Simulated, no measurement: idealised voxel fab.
The following is a process module called voxel double patterning.
The cross-section on display is named cut; it measures 280 nm wide, and its cells are 5 nm squares.
How to read a cross-section here: the picture is a grid of square cells, written as bands going from the top down, and any band can span one or more rows of cells. For a band, the entry starts with two heights in nm, that of the top and then that of the bottom, and carries on with the band's materials in order from left to right, each alongside its width in nm; the word "full width" beside a single material means it fills the band edge to edge, and "blank" means empty space. Below 0: as-received wafer, all one material; heights counted from there. Lowest band: no bottom, goes on down, written "0 nm and below". Graded width ("30..40"): value in top row of band = first number; value in bottom row = second number; row-to-row change constant. You'll sometimes find "nothing got changed" written for a step, and that's the way of saying that nowhere in the cross-section did a cell change during that step. Enclosed voids (no open way to top), threshold 8 cells or more, entry "Fully sealed cavities", notation width x height at distance, distance from left edge, nm. On each step's line, the part that comes after the settings is the simulator's own comment on the step. "overlay nm", when on a step's line for a step with a mask, measures how far to the right of its planned place the mask lay; a negative measure means to the left.
**The steps planned for the process are as follows**
1: RECEIVE,material Si
2: CONFORMAL_DEP,material SiO2,thk nm 5
3: DIRECTIONAL_DEP,material W,thk nm 10
4: DIRECTIONAL_DEP,material SiN,thk nm 10
5: MASKED_ETCH,tone open,mask id FIRST,width nm 15,pitch nm 50,etch materials SiN,depth nm 10,overlay nm 0
6: PATTERN,tone open,mask id SECOND,material resist,width nm 15,pitch nm 50,thk nm 15,overlay nm 0
7: DIRECTIONAL_ETCH,etch materials SiN,depth nm 10
8: STRIP,etch materials resist
9: DIRECTIONAL_ETCH,etch materials W,depth nm 10
10: STRIP,etch materials SiN
**Cross-section, incoming material, after step 1**
> 0 nm and below: Si full width
> Fully sealed cavities: none
**First of two wafers, end-of-module section, run followed plan**
> 15 nm to 5 nm: W (80) / blank (15) / W (10) / blank (15) / W (10) / blank (15) / W (10) / blank (15) / W (10) / blank (15) / W (85)
> 5 nm to 0 nm: SiO2 full width
> 0 nm and below: Si full width
> Fully sealed cavities: none
**Cross-sectional image of the second wafer of the two following completion of the module. Starting state and process plan were the same as for the first wafer; one execution error occurred**
> 25 nm to 15 nm: SiN (80) / blank (15) / SiN (10) / blank (15) / SiN (10) / blank (15) / SiN (10) / blank (15) / SiN (10) / blank (15) / SiN (85)
> 15 nm to 5 nm: W (80) / blank (15) / W (10) / blank (15) / W (10) / blank (15) / W (10) / blank (15) / W (10) / blank (15) / W (85)
> 5 nm to 0 nm: SiO2 full width
> 0 nm and below: Si full width
> Fully sealed cavities: none
Against the plan, the run slipped here: it should be noted that step 10 of the plan was omitted and was not performed
Per the end-of-run cell counts, the second wafer holds more or fewer of some materials than the first: SiN: 82 more
